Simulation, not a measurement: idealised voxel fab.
process module | voxel ribs on slabs
Cross-section cut: width 240 nm, square cells of 5 nm.
Cross-sections here: square-cell grids, written as top-down lists of bands, a band being one or more rows of cells. Heights first: top, then bottom, in nm. Then materials, left to right, each with a width in nm. "full width" on a single material: fills the band edge to edge. "blank": empty space. Beneath 0, the wafer as received is one material, and that level is where height counting begins. The lowest band goes on downward without a bottom; it is written like "0..down". A two-number width, for instance "30..40", indicates that the width is equal to the first number in the top row of the band and to the second number in the bottom row, and that it changes by a constant amount per row of cells. Basically "remains unaltered" means that step didn't change any cell in the cross-section. "Cavities, closed" specifies each empty space that is not open to the top and that occupies no fewer than 8 cells, using the form width x height at distance, the distance measured from the left edge and all three quantities in nm. If you see something after the settings on a step's line, that's the simulator's own remark about that step. Among the settings permitted on a step's line is "overlay nm"; applied to a step with a mask, it specifies the extent to which the mask lay to the right of its planned position, whereas a negative figure signifies a position to the left.

Process steps foreseen in the plan:
1,RECEIVE (material Si)
2,DIRECTIONAL_DEP (material SiO2; thk nm 30)
3,DIRECTIONAL_DEP (material SiN; thk nm 25)
4,DIRECTIONAL_DEP (material aC; thk nm 10)
5,PATTERN (tone cover; mask id RIB; material resist; width nm 15; thk nm 25; overlay nm 0)
6,DIRECTIONAL_ETCH (etch materials aC; depth nm 10)
7,STRIP (etch materials resist)
8,DIRECTIONAL_ETCH (etch materials SiN; depth nm 15)
9,STRIP (etch materials aC)
10,DIRECTIONAL_DEP (material aC; thk nm 15)
11,PATTERN (tone cover; mask id SLAB; material resist; width nm 45; thk nm 35; overlay nm 0)
12,DIRECTIONAL_ETCH (etch materials aC; depth nm 15)
13,STRIP (etch materials resist)
14,DIRECTIONAL_ETCH (etch materials SiN; depth nm 10)
15,STRIP (etch materials aC)
16,FILL_DEP (material SiO2; thk nm 20)
17,CMP (height nm 65)
18,DIRECTIONAL_DEP (material W; thk nm 10)
19,DIRECTIONAL_DEP (material aC; thk nm 15)
20,PATTERN (tone cover; mask id HEATER; material resist; width nm 25; thk nm 30; overlay nm 0)
21,DIRECTIONAL_ETCH (etch materials aC; depth nm 15)
22,STRIP (etch materials resist)
23,DIRECTIONAL_ETCH (etch materials W; depth nm 10)
24,STRIP (etch materials aC)
25,CONFORMAL_DEP (material SiN; thk nm 5)

Incoming wafer, cross-sectional view, post step 1:
  0..down  Si full width
  Cavities, closed: none

The module was run from the start shown above using the plan shown above, but one mistake was made doing it; the resulting wafer cross-section is below:
  80..75  blank (100), SiN (35), blank (105)
  75..70  blank (100), SiN (5), W (25), SiN (5), blank (105)
  70..65  SiN (105), W (25), SiN (110)
  65..55  SiO2 full width
  55..40  SiO2 (110), SiN (15), SiO2 (115)
  40..30  SiO2 (100), SiN (45), SiO2 (95)
  30..0  SiO2 full width
  0..down  Si full width
  Cavities, closed: none
Short version of what went wrong: in deviation from the planned setting, step 11 was conducted as PATTERN (tone cover; mask id SLAB; material resist; width nm 45; thk nm 35; overlay nm 5)
